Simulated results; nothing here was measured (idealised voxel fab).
process module | voxel quadruple lines
cross-section cut | 170 nm wide | cells 5 nm
A cross-section is a grid of square cells, given in bands from the top down. A band is one or more rows of cells.
Each band's line starts with the height of the band's top and of its bottom, in nm. Then come its materials from left to right, each with its width in nm. One material with "throughout" fills the band from edge to edge. "air" is empty space.
Height 0 is the level under which the wafer as received is all one material. The lowest band goes on downwards, as in "0 down".
A width such as "30 to 40" changes by the same amount from each row of cells to the next, from the band's top row to its bottom row.
"no change" after a step means that no cell of the cross-section changed.
closed voids: empty space of 8 cells or more with no open way to the top, each as width x height at its distance from the left edge, in nm
after a step's settings: what the simulator itself notes on the step
overlay nm, on a step with a mask: how far to the right of its planned place the mask lay; to the left if negative
plan
1 op RECEIVE | material Si
2 op CONFORMAL_DEP | material Al2O3 | thk nm 5
3 op DIRECTIONAL_DEP | material W | thk nm 10
4 op DIRECTIONAL_DEP | material polySi | thk nm 15
5 op DIRECTIONAL_DEP | material aC | thk nm 20
6 op PATTERN | tone cover | mask id MANDREL | material resist | width nm 20 | pitch nm 60 | thk nm 30 | overlay nm 0
7 op DIRECTIONAL_ETCH | etch materials aC | depth nm 20
8 op STRIP | etch materials resist
9 op CONFORMAL_DEP | material SiO2 | thk nm 10
10 op DIRECTIONAL_ETCH | etch materials SiO2 | depth nm 10
11 op STRIP | etch materials aC
12 op DIRECTIONAL_ETCH | etch materials polySi | depth nm 15
13 op STRIP | etch materials SiO2
14 op CONFORMAL_DEP | material SiCN | thk nm 5
15 op DIRECTIONAL_ETCH | etch materials SiCN | depth nm 5
16 op STRIP | etch materials polySi
17 op DIRECTIONAL_ETCH | etch materials W | depth nm 10
18 op STRIP | etch materials SiCN
19 op FILL_DEP | material SiO2 | thk nm 10
20 op CMP | height nm 15
first wafer, as planned
as received, after step 1
  0 down: Si throughout
  closed voids: none
after step 2
  5 to 0: Al2O3 throughout
  below 0: unchanged
after step 3
  15 to 5: W throughout
  below 5: unchanged
after step 4
  30 to 15: polySi throughout
  below 15: unchanged
after step 5
  50 to 30: aC throughout
  below 30: unchanged
after step 6
  80 to 50: air 45 | resist 20 | air 40 | resist 20 | air 45
  below 50: unchanged
after step 7
  60 to 50: air 45 | resist 20 | air 40 | resist 20 | air 45
  50 to 30: air 45 | aC 20 | air 40 | aC 20 | air 45
  below 30: unchanged
after step 8
  50 to 30: air 45 | aC 20 | air 40 | aC 20 | air 45
  below 30: unchanged
after step 9
  60 to 50: air 35 | SiO2 40 | air 20 | SiO2 40 | air 35
  50 to 40: air 35 | SiO2 10 | aC 20 | SiO2 10 | air 20 | SiO2 10 | aC 20 | SiO2 10 | air 35
  40 to 30: SiO2 45 | aC 20 | SiO2 40 | aC 20 | SiO2 45
  below 30: unchanged
after step 10
  50 to 30: air 35 | SiO2 10 | aC 20 | SiO2 10 | air 20 | SiO2 10 | aC 20 | SiO2 10 | air 35
  below 30: unchanged
after step 11
  50 to 30: air 35 | SiO2 10 | air 20 | SiO2 10 | air 20 | SiO2 10 | air 20 | SiO2 10 | air 35
  below 30: unchanged
after step 12
  50 to 30: air 35 | SiO2 10 | air 20 | SiO2 10 | air 20 | SiO2 10 | air 20 | SiO2 10 | air 35
  30 to 15: air 35 | polySi 10 | air 20 | polySi 10 | air 20 | polySi 10 | air 20 | polySi 10 | air 35
  below 15: unchanged
after step 13
  30 to 15: air 35 | polySi 10 | air 20 | polySi 10 | air 20 | polySi 10 | air 20 | polySi 10 | air 35
  below 15: unchanged
after step 14
  35 to 30: air 30 | SiCN 20 | air 10 | SiCN 20 | air 10 | SiCN 20 | air 10 | SiCN 20 | air 30
  30 to 20: air 30 | SiCN 5 | polySi 10 | SiCN 5 | air 10 | SiCN 5 | polySi 10 | SiCN 5 | air 10 | SiCN 5 | polySi 10 | SiCN 5 | air 10 | SiCN 5 | polySi 10 | SiCN 5 | air 30
  20 to 15: SiCN 35 | polySi 10 | SiCN 20 | polySi 10 | SiCN 20 | polySi 10 | SiCN 20 | polySi 10 | SiCN 35
  below 15: unchanged
after step 15
  30 to 15: air 30 | SiCN 5 | polySi 10 | SiCN 5 | air 10 | SiCN 5 | polySi 10 | SiCN 5 | air 10 | SiCN 5 | polySi 10 | SiCN 5 | air 10 | SiCN 5 | polySi 10 | SiCN 5 | air 30
  below 15: unchanged
after step 16
  30 to 15: air 30 | SiCN 5 | air 10 | SiCN 5 | air 10 | SiCN 5 | air 10 | SiCN 5 | air 10 | SiCN 5 | air 10 | SiCN 5 | air 10 | SiCN 5 | air 10 | SiCN 5 | air 30
  below 15: unchanged
after step 17
  30 to 15: air 30 | SiCN 5 | air 10 | SiCN 5 | air 10 | SiCN 5 | air 10 | SiCN 5 | air 10 | SiCN 5 | air 10 | SiCN 5 | air 10 | SiCN 5 | air 10 | SiCN 5 | air 30
  15 to 5: air 30 | W 5 | air 10 | W 5 | air 10 | W 5 | air 10 | W 5 | air 10 | W 5 | air 10 | W 5 | air 10 | W 5 | air 10 | W 5 | air 30
  below 5: unchanged
after step 18
  15 to 5: air 30 | W 5 | air 10 | W 5 | air 10 | W 5 | air 10 | W 5 | air 10 | W 5 | air 10 | W 5 | air 10 | W 5 | air 10 | W 5 | air 30
  below 5: unchanged
after step 19
  25 to 15: SiO2 throughout
  15 to 5: SiO2 30 | W 5 | SiO2 10 | W 5 | SiO2 10 | W 5 | SiO2 10 | W 5 | SiO2 10 | W 5 | SiO2 10 | W 5 | SiO2 10 | W 5 | SiO2 10 | W 5 | SiO2 30
  below 5: unchanged
after step 20
  15 to 5: SiO2 30 | W 5 | SiO2 10 | W 5 | SiO2 10 | W 5 | SiO2 10 | W 5 | SiO2 10 | W 5 | SiO2 10 | W 5 | SiO2 10 | W 5 | SiO2 10 | W 5 | SiO2 30
  below 5: unchanged
second wafer: like start, like plan, one mistake. Through step 5 it matches the first wafer
when step 6 should have ended
  80 to 50: air 50 | resist 15 | air 45 | resist 15 | air 45
  below 50: unchanged
when step 7 should have ended
  60 to 50: air 50 | resist 15 | air 45 | resist 15 | air 45
  50 to 30: air 50 | aC 15 | air 45 | aC 15 | air 45
  below 30: unchanged
when step 8 should have ended
  50 to 30: air 50 | aC 15 | air 45 | aC 15 | air 45
  below 30: unchanged
when step 9 should have ended
  60 to 50: air 40 | SiO2 35 | air 25 | SiO2 35 | air 35
  50 to 40: air 40 | SiO2 10 | aC 15 | SiO2 10 | air 25 | SiO2 10 | aC 15 | SiO2 10 | air 35
  40 to 30: SiO2 50 | aC 15 | SiO2 45 | aC 15 | SiO2 45
  below 30: unchanged
when step 10 should have ended
  50 to 30: air 40 | SiO2 10 | aC 15 | SiO2 10 | air 25 | SiO2 10 | aC 15 | SiO2 10 | air 35
  below 30: unchanged
when step 11 should have ended
  50 to 30: air 40 | SiO2 10 | air 15 | SiO2 10 | air 25 | SiO2 10 | air 15 | SiO2 10 | air 35
  below 30: unchanged
when step 12 should have ended
  50 to 30: air 40 | SiO2 10 | air 15 | SiO2 10 | air 25 | SiO2 10 | air 15 | SiO2 10 | air 35
  30 to 15: air 40 | polySi 10 | air 15 | polySi 10 | air 25 | polySi 10 | air 15 | polySi 10 | air 35
  below 15: unchanged
when step 13 should have ended
  30 to 15: air 40 | polySi 10 | air 15 | polySi 10 | air 25 | polySi 10 | air 15 | polySi 10 | air 35
  below 15: unchanged
when step 14 should have ended
  35 to 30: air 35 | SiCN 20 | air 5 | SiCN 20 | air 15 | SiCN 20 | air 5 | SiCN 20 | air 30
  30 to 20: air 35 | SiCN 5 | polySi 10 | SiCN 5 | air 5 | SiCN 5 | polySi 10 | SiCN 5 | air 15 | SiCN 5 | polySi 10 | SiCN 5 | air 5 | SiCN 5 | polySi 10 | SiCN 5 | air 30
  20 to 15: SiCN 40 | polySi 10 | SiCN 15 | polySi 10 | SiCN 25 | polySi 10 | SiCN 15 | polySi 10 | SiCN 35
  below 15: unchanged
when step 15 should have ended
  30 to 15: air 35 | SiCN 5 | polySi 10 | SiCN 5 | air 5 | SiCN 5 | polySi 10 | SiCN 5 | air 15 | SiCN 5 | polySi 10 | SiCN 5 | air 5 | SiCN 5 | polySi 10 | SiCN 5 | air 30
  below 15: unchanged
when step 16 should have ended
  30 to 15: air 35 | SiCN 5 | air 10 | SiCN 5 | air 5 | SiCN 5 | air 10 | SiCN 5 | air 15 | SiCN 5 | air 10 | SiCN 5 | air 5 | SiCN 5 | air 10 | SiCN 5 | air 30
  below 15: unchanged
when step 17 should have ended
  30 to 15: air 35 | SiCN 5 | air 10 | SiCN 5 | air 5 | SiCN 5 | air 10 | SiCN 5 | air 15 | SiCN 5 | air 10 | SiCN 5 | air 5 | SiCN 5 | air 10 | SiCN 5 | air 30
  15 to 5: air 35 | W 5 | air 10 | W 5 | air 5 | W 5 | air 10 | W 5 | air 15 | W 5 | air 10 | W 5 | air 5 | W 5 | air 10 | W 5 | air 30
  below 5: unchanged
when step 18 should have ended
  15 to 5: air 35 | W 5 | air 10 | W 5 | air 5 | W 5 | air 10 | W 5 | air 15 | W 5 | air 10 | W 5 | air 5 | W 5 | air 10 | W 5 | air 30
  below 5: unchanged
when step 19 should have ended
  25 to 15: SiO2 throughout
  15 to 5: SiO2 35 | W 5 | SiO2 10 | W 5 | SiO2 5 | W 5 | SiO2 10 | W 5 | SiO2 15 | W 5 | SiO2 10 | W 5 | SiO2 5 | W 5 | SiO2 10 | W 5 | SiO2 30
  below 5: unchanged
when step 20 should have ended
  15 to 5: SiO2 35 | W 5 | SiO2 10 | W 5 | SiO2 5 | W 5 | SiO2 10 | W 5 | SiO2 15 | W 5 | SiO2 10 | W 5 | SiO2 5 | W 5 | SiO2 10 | W 5 | SiO2 30
  below 5: unchanged
what went wrong: step 6 ran as: op PATTERN | tone cover | mask id MANDREL | material resist | width nm 15 | pitch nm 60 | thk nm 30 | overlay nm 0
at the end the second wafer has, in cells: as many of each material as the first, in other places
